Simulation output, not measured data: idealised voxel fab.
process module | voxel double patterning
cross-section cut | 240 nm wide | cells 5 nm
A cross-section is a grid of square cells, given in bands from the top down. A band is one or more rows of cells.
Each band's line starts with the height of the band's top and of its bottom, in nm. Then come its materials from left to right, each with its width in nm. One material with "throughout" fills the band from edge to edge. "air" is empty space.
Height 0 is the level under which the wafer as received is all one material. The lowest band goes on downwards, as in "0 down".
A width such as "30 to 40" changes by the same amount from each row of cells to the next, from the band's top row to its bottom row.
"no change" after a step means that no cell of the cross-section changed.
closed voids: empty space of 8 cells or more with no open way to the top, each as width x height at its distance from the left edge, in nm
after a step's settings: what the simulator itself notes on the step
overlay nm, on a step with a mask: how far to the right of its planned place the mask lay; to the left if negative
plan
1 op RECEIVE | material Si
2 op CONFORMAL_DEP | material SiO2 | thk nm 10
3 op DIRECTIONAL_DEP | material W | thk nm 15
4 op DIRECTIONAL_DEP | material SiCN | thk nm 5
5 op PATTERN | tone open | mask id FIRST | material resist | width nm 15 | pitch nm 50 | thk nm 15 | overlay nm 0
6 op DIRECTIONAL_ETCH | etch materials SiCN | depth nm 5
7 op STRIP | etch materials resist
8 op DIRECTIONAL_DEP | material aC | thk nm 10
9 op PATTERN | tone open | mask id SECOND | material resist | width nm 15 | thk nm 30 | overlay nm -15
10 op DIRECTIONAL_ETCH | etch materials aC | depth nm 10
11 op STRIP | etch materials resist
12 op DIRECTIONAL_ETCH | etch materials SiCN | depth nm 5
13 op STRIP | etch materials aC
14 op DIRECTIONAL_ETCH | etch materials W | depth nm 15
15 op STRIP | etch materials SiCN
varied across the wafers: overlay nm of step 9. The plan shows the first wafer's value. All wafers start alike
first wafer as received, after step 1
  0 down: Si throughout
  closed voids: none
first wafer at the end, after step 15
  25 to 10: W 85 | air 25 | W 25 | air 15 | W 90
  10 to 0: SiO2 throughout
  0 down: Si throughout
  closed voids: none
last wafer at the end
  25 to 10: W 85 | air 15 | W 25 | air 25 | W 90
  10 to 0: SiO2 throughout
  0 down: Si throughout
  closed voids: none
each wafer at the end: cells of each material gained (+) or lost (-) since it was received, then its closed voids
overlay nm -15 | +96 SiO2 | +120 W | closed voids: none
overlay nm -10 | +96 SiO2 | +117 W | closed voids: none
overlay nm -5 | +96 SiO2 | +117 W | closed voids: none
overlay nm 0 | +96 SiO2 | +117 W | closed voids: none
overlay nm 5 | +96 SiO2 | +117 W | closed voids: none
overlay nm 10 | +96 SiO2 | +117 W | closed voids: none
overlay nm 15 | +96 SiO2 | +120 W | closed voids: none
